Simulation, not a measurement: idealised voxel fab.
Name of the process module below: voxel self aligned contacts
Pictured: cross-section cut, 230 nm wide, on a grid of 5 nm square cells.
We lay out every cross-section as a grid of square cells and spell it out in bands from the top down, where one band means one or more rows of cells.
The band entry comprises the height of the band's top followed by the height of its bottom, expressed in nm, and subsequently the band's materials from left to right, each stated together with its width in nm. Where a single material is marked with the word "throughout", that material fills the band from edge to edge. The word "blank" represents empty space.
Zero point of the height axis is 0; under it, received wafer = one material. Lowest band: continues down indefinitely, "z 0 and below".
Graded width ("30 to 40"): value in top row of band = first number; value in bottom row = second number; row-to-row change constant.
Key: "no alteration" - step with no changed cell in the cross-section.
Look at "Closed void listing" for the closed voids: empty spaces with no open path to the top, sized 8 cells or up. Each is width x height at distance, distance from the left edge, all nm.
What comes after the settings on a step's line is commentary from the simulator itself on that step.
overlay nm: on a step with a mask, how far right of its planned place the mask lay; negative means left.

List of planned process steps
1 RECEIVE, material Si
2 OXIDIZE, depth nm 5
3 DIRECTIONAL_DEP, material polySi, thk nm 30
4 DIRECTIONAL_DEP, material SiN, thk nm 10
5 MASKED_ETCH, tone cover, mask id GATE, width nm 30, pitch nm 75, etch materials SiN, depth nm 20, overlay nm 0
6 MASKED_ETCH, tone cover, mask id GATE, width nm 30, pitch nm 75, etch materials polySi, depth nm 30, overlay nm 0
7 CONFORMAL_DEP, material SiN, thk nm 10
8 DIRECTIONAL_ETCH, etch materials SiN, depth nm 10
9 FILL_DEP, material SiO2, thk nm 15
10 CMP, height nm 55
11 DIRECTIONAL_DEP, material aC, thk nm 15
12 PATTERN, tone open, mask id CONTACT, material resist, width nm 55, pitch nm 75, thk nm 35, overlay nm 0
13 DIRECTIONAL_ETCH, etch materials aC, depth nm 15
14 STRIP, etch materials resist
15 DIRECTIONAL_ETCH, etch materials SiO2, depth nm 60
16 STRIP, etch materials aC
17 CONFORMAL_DEP, material TiN, thk nm 5
18 FILL_DEP, material Ru, thk nm 5
19 CMP, height nm 55
20 CONFORMAL_DEP, material SiCN, thk nm 5
Where the wafers of this document differ is in the thk nm of step 4; they start out the same, and the plan states the value that applied to the first wafer.

As-received cross-section, first of several wafers, post step 1
  z 0 and below = Si throughout
  Closed void listing: none

The rows of the table below are wafers. Looking at the end of the module, a row counts, for every material, the cells the wafer has gained, shown as (+), or lost, shown as (-), since it was received; its closed voids come next
thk nm 10, +90 Ru, -46 Si, +46 SiCN, +132 SiN, +156 SiO2, +66 TiN, +108 polySi, Closed void listing: none
thk nm 15, +78 Ru, -46 Si, +46 SiCN, +162 SiN, +138 SiO2, +66 TiN, +108 polySi, Closed void listing: none
thk nm 20, +66 Ru, -46 Si, +46 SiCN, +192 SiN, +120 SiO2, +66 TiN, +108 polySi, Closed void listing: none
thk nm 25, +18 Ru, -46 Si, +46 SiCN, +166 SiN, +70 SiO2, +22 TiN, +276 polySi, Closed void listing: none
thk nm 30, +12 Ru, -46 Si, +46 SiCN, +182 SiN, +64 SiO2, +18 TiN, +276 polySi, Closed void listing: none
thk nm 35, +6 Ru, -46 Si, +46 SiCN, +198 SiN, +58 SiO2, +14 TiN, +276 polySi, Closed void listing: none
